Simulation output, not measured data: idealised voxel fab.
The process module presented herein is designated voxel transistor to metal.
Pictured: cross-section cut, 165 nm wide, on a grid of 5 nm square cells.
For the purposes of this document, a cross-section shall be understood as a grid of square cells, specified as bands listed in top-to-bottom order, each band consisting of one or more rows of cells.
Read a band's entry like this: the first values are the height of its top and the height of its bottom in nm, and what follows is the sequence of materials from left to right, each with its width in nm. Note that "blank" is empty space, and that a single material marked "everywhere" reaches across the band from edge to edge.
Height 0 is the level under which the wafer as received is all one material. The lowest band goes on downwards, as in "0 nm and below".
A two-number width, for instance "30..40", indicates that the width is equal to the first number in the top row of the band and to the second number in the bottom row, and that it changes by a constant amount per row of cells.
Any step labelled "remains unaltered" changed none of the cells in the cross-section.
"Voids lacking openings" means: voids of 8 cells or more that are shut off from the top with no open way through. Written width x height at distance, distance from the left edge, in nm.
Note: text after step settings on the step line = simulator remark on that step.
Steps that use a mask can have "overlay nm" on their line. It says how far the mask sat to the right of where it was meant to be. Negative means to the left.
## Set out below are the planned steps of the process
step 1: RECEIVE | material Si
step 2: CONFORMAL_DEP | material SiO2 | thk nm 5
step 3: CONFORMAL_DEP | material SiN | thk nm 10
step 4: DIRECTIONAL_DEP | material aC | thk nm 15
step 5: PATTERN | tone cover | mask id ACTIVE | material resist | width nm 105 | thk nm 30 | overlay nm 0
step 6: DIRECTIONAL_ETCH | etch materials aC | depth nm 15
step 7: STRIP | etch materials resist
step 8: DIRECTIONAL_ETCH | etch materials SiN | depth nm 10
step 9: DIRECTIONAL_ETCH | etch materials SiO2 | depth nm 5
step 10: DIRECTIONAL_ETCH | etch materials Si | depth nm 35
step 11: STRIP | etch materials aC
step 12: FILL_DEP | material SiO2 | thk nm 10
step 13: CMP | height nm 15
step 14: SELECTIVE_ETCH | etch materials SiO2 | depth nm 5
step 15: STRIP | etch materials SiN
step 16: SELECTIVE_ETCH | etch materials SiO2 | depth nm 5
step 17: OXIDIZE | depth nm 5
step 18: DIRECTIONAL_DEP | material polySi | thk nm 30
step 19: DIRECTIONAL_DEP | material SiCN | thk nm 10
step 20: PATTERN | tone cover | mask id GATE | material resist | width nm 25 | thk nm 20 | overlay nm 0
step 21: DIRECTIONAL_ETCH | etch materials SiCN | depth nm 20
step 22: DIRECTIONAL_ETCH | etch materials polySi | depth nm 40
step 23: STRIP | etch materials resist
step 24: CONFORMAL_DEP | material SiN | thk nm 10
step 25: DIRECTIONAL_ETCH | etch materials SiN | depth nm 10
step 26: DIRECTIONAL_ETCH | etch materials SiO2 | depth nm 5
step 27: DIRECTIONAL_ETCH | etch materials Si | depth nm 5
step 28: EPI | material pSi | thk nm 5
step 29: FILL_DEP | material SiO2 | thk nm 10
step 30: CMP | height nm 40
step 31: DIRECTIONAL_DEP | material SiO2 | thk nm 15
step 32: PATTERN | tone open | mask id CONTACT | material resist | width nm 30 | pitch nm 65 | thk nm 20 | overlay nm 0
step 33: DIRECTIONAL_ETCH | etch materials SiO2 | depth nm 60
step 34: STRIP | etch materials resist
step 35: CONFORMAL_DEP | material TiN | thk nm 5
step 36: FILL_DEP | material Ru | thk nm 5
step 37: CMP | height nm 55
step 38: DIRECTIONAL_DEP | material TiN | thk nm 5
step 39: DIRECTIONAL_DEP | material Ru | thk nm 20
step 40: PATTERN | tone cover | mask id METAL_1 | material resist | width nm 15 | pitch nm 80 | thk nm 20 | overlay nm 0
step 41: DIRECTIONAL_ETCH | etch materials Ru | depth nm 20
step 42: DIRECTIONAL_ETCH | etch materials TiN | depth nm 5
step 43: STRIP | etch materials resist
step 44: CONFORMAL_DEP | material SiN | thk nm 5
step 45: FILL_DEP | material lowk | thk nm 10
step 46: CMP | height nm 80
step 47: CONFORMAL_DEP | material SiN | thk nm 5
## Wafer as received: cross-section following step 1
> 0 nm and below  Si everywhere
> Voids lacking openings: none
## Cross-sectional image of the first of two wafers at the end of the module, the run having proceeded as planned
> 85 nm to 80 nm  SiN everywhere
> 80 nm to 60 nm  lowk: 30, SiN: 5, Ru: 15, SiN: 5, lowk: 55, SiN: 5, Ru: 15, SiN: 5, lowk: 30
> 60 nm to 55 nm  SiN: 35, TiN: 15, SiN: 65, TiN: 15, SiN: 35
> 55 nm to 45 nm  SiO2: 35, TiN: 5, Ru: 20, TiN: 5, SiO2: 35, TiN: 5, Ru: 20, TiN: 5, SiO2: 35
> 45 nm to 40 nm  SiO2: 35, TiN: 5, Ru: 15, TiN: 10, SiO2: 35, TiN: 10, Ru: 15, TiN: 5, SiO2: 35
> 40 nm to 30 nm  SiO2: 35, TiN: 5, Ru: 15, TiN: 5, SiN: 10, SiCN: 25, SiN: 10, TiN: 5, Ru: 15, TiN: 5, SiO2: 35
> 30 nm to 5 nm  SiO2: 35, TiN: 5, Ru: 15, TiN: 5, SiN: 10, polySi: 25, SiN: 10, TiN: 5, Ru: 15, TiN: 5, SiO2: 35
> 5 nm to 0 nm  SiO2: 25, SiN: 10, TiN: 10, Ru: 5, TiN: 10, SiN: 10, polySi: 25, SiN: 10, TiN: 10, Ru: 5, TiN: 10, SiN: 10, SiO2: 25
> 0 nm to -5 nm  SiO2: 35, pSi: 5, TiN: 15, pSi: 5, SiO2: 45, pSi: 5, TiN: 15, pSi: 5, SiO2: 35
> -5 nm to -10 nm  SiO2: 30, Si: 5, pSi: 25, Si: 45, pSi: 25, Si: 5, SiO2: 30
> -10 nm to -35 nm  SiO2: 30, Si: 105, SiO2: 30
> -35 nm and below  Si everywhere
> Voids lacking openings: none
## Second wafer through the module, sectioned at the end: same beginning and same plan as the first wafer, with one mistake in carrying it out
> 85 nm to 80 nm  SiN everywhere
> 80 nm to 60 nm  lowk: 30, SiN: 5, Ru: 15, SiN: 5, lowk: 55, SiN: 5, Ru: 15, SiN: 5, lowk: 30
> 60 nm to 55 nm  SiN: 35, TiN: 15, SiN: 65, TiN: 15, SiN: 35
> 55 nm to 45 nm  SiO2: 35, TiN: 5, Ru: 20, TiN: 5, SiO2: 35, TiN: 5, Ru: 20, TiN: 5, SiO2: 35
> 45 nm to 40 nm  SiO2: 35, TiN: 5, Ru: 15, TiN: 10, SiO2: 35, TiN: 10, Ru: 15, TiN: 5, SiO2: 35
> 40 nm to 35 nm  SiO2: 35, TiN: 5, Ru: 15, TiN: 5, SiN: 10, SiCN: 25, SiN: 10, TiN: 5, Ru: 15, TiN: 5, SiO2: 35
> 35 nm to 10 nm  SiO2: 35, TiN: 5, Ru: 15, TiN: 5, SiN: 10, polySi: 25, SiN: 10, TiN: 5, Ru: 15, TiN: 5, SiO2: 35
> 10 nm to 5 nm  SiO2: 35, TiN: 25, SiN: 10, polySi: 25, SiN: 10, TiN: 25, SiO2: 35
> 5 nm to 0 nm  lowk everywhere
> 0 nm and below  Si everywhere
> Voids lacking openings: none
It is concluded that the wafer was processed incorrectly with respect to the plan, in that note that step 2 departed from the planned setting and was carried out as CONFORMAL_DEP | material lowk | thk nm 5
at the end the second wafer has, in cells: -8 Ru; +115 Si; -5 SiCN; -8 SiN; -105 SiO2; -8 TiN; +33 lowk; -14 pSi
